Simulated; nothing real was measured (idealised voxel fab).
Herein follows the process module entitled voxel capacitor over wiring.
Cross-section cut spans 235 nm and uses square cells 5 nm in size.
Bands, listed from the top down, are how a cross-section gets written in this document; the cross-section itself is a grid of square cells, and a band is one or more rows of them.
The band entry comprises the height of the band's top followed by the height of its bottom, expressed in nm, and subsequently the band's materials from left to right, each stated together with its width in nm. Where a single material is marked with the word "throughout", that material fills the band from edge to edge. The word "blank" represents empty space.
Basically, 0 is our baseline, since under it the wafer straight out of the box is all one material. The bottom band has no lower end and keeps on going down, so it looks like "z 0 and below".
Per-row width for "30..40": begins at first number (top row of band), ends at second number (bottom row), increment between rows held constant.
No cell of the cross-section changed in a step that is given as "nothing altered".
Under "Fully closed voids" you'll find the enclosed gaps, the ones with no way out to the top, that are 8 cells or bigger; each reads width x height at distance, with distance counted from the left edge, everything in nm.
Whatever follows a step's settings on its line is a remark the simulator itself makes about that step.
For masked steps, "overlay nm" on the step line gives how far right of plan the mask actually lay; a minus sign means it lay to the left.

So here's the lineup of process steps we planned
1,RECEIVE with material Si
2,CONFORMAL_DEP with material SiO2, thk nm 10
3,DIRECTIONAL_DEP with material TiN, thk nm 5
4,DIRECTIONAL_DEP with material Ru, thk nm 25
5,MASKED_ETCH with tone cover, mask id METAL_1, width nm 30, pitch nm 95, etch materials Ru, depth nm 25, overlay nm 0
6,MASKED_ETCH with tone cover, mask id METAL_1, width nm 30, pitch nm 95, etch materials TiN, depth nm 5, overlay nm 0
7,CONFORMAL_DEP with material SiCN, thk nm 5
8,FILL_DEP with material SiO2, thk nm 5
9,CMP with height nm 40
10,CONFORMAL_DEP with material SiCN, thk nm 5
11,DIRECTIONAL_DEP with material SiO2, thk nm 20
12,PATTERN with tone open, mask id PLUG_1, material resist, width nm 15, thk nm 20, overlay nm 0
13,DIRECTIONAL_ETCH with etch materials SiO2, depth nm 20
14,DIRECTIONAL_ETCH with etch materials SiCN, depth nm 5
15,STRIP with etch materials resist
16,CONFORMAL_DEP with material TiN, thk nm 5
17,FILL_DEP with material W, thk nm 10
18,CMP with height nm 65
19,DIRECTIONAL_DEP with material TiN, thk nm 10
20,DIRECTIONAL_DEP with material Al2O3, thk nm 5
21,DIRECTIONAL_DEP with material TiN, thk nm 10
22,MASKED_ETCH with tone cover, mask id UPPER_PLATE, width nm 70, etch materials TiN, depth nm 10, overlay nm 0
23,MASKED_ETCH with tone cover, mask id UPPER_PLATE, width nm 70, etch materials Al2O3, depth nm 5, overlay nm 0
24,MASKED_ETCH with tone cover, mask id LOWER_PLATE, width nm 80, etch materials TiN, depth nm 10, overlay nm 0
25,FILL_DEP with material SiO2, thk nm 20
26,CMP with height nm 105
27,DIRECTIONAL_DEP with material aC, thk nm 10
28,PATTERN with tone open, mask id PLUG_2, material resist, width nm 15, thk nm 30, overlay nm 0
29,DIRECTIONAL_ETCH with etch materials aC, depth nm 10
30,STRIP with etch materials resist
31,DIRECTIONAL_ETCH with etch materials SiO2, depth nm 15
32,STRIP with etch materials aC
33,CONFORMAL_DEP with material TiN, thk nm 5
34,FILL_DEP with material Ru, thk nm 5
35,CMP with height nm 105
36,CONFORMAL_DEP with material SiCN, thk nm 5

As-received wafer cross-section (after step 1)
- z 0 and below = Si throughout
- Fully closed voids: none

Starting wafer: above. Plan: above. Run: one mistake. Cross-section after the module: below
- z 110 to 105 = SiCN throughout
- z 105 to 95 = SiO2=80 / TiN=5 / Ru=5 / TiN=5 / SiO2=140
- z 95 to 90 = SiO2=80 / TiN=15 / SiO2=140
- z 90 to 80 = SiO2=70 / TiN=70 / SiO2=95
- z 80 to 75 = SiO2=70 / Al2O3=70 / SiO2=95
- z 75 to 65 = SiO2=65 / TiN=80 / SiO2=90
- z 65 to 45 = SiO2=70 / TiN=5 / W=5 / TiN=5 / SiO2=150
- z 45 to 40 = SiCN=70 / TiN=15 / SiCN=150
- z 40 to 35 = SiCN=55 / TiN=30 / SiCN=65 / TiN=30 / SiCN=55
- z 35 to 10 = Ru throughout
- z 10 to 0 = SiO2 throughout
- z 0 and below = Si throughout
- Fully closed voids: none
The plan and the run diverged here: steps 3 and 4 run out of order (swapped)
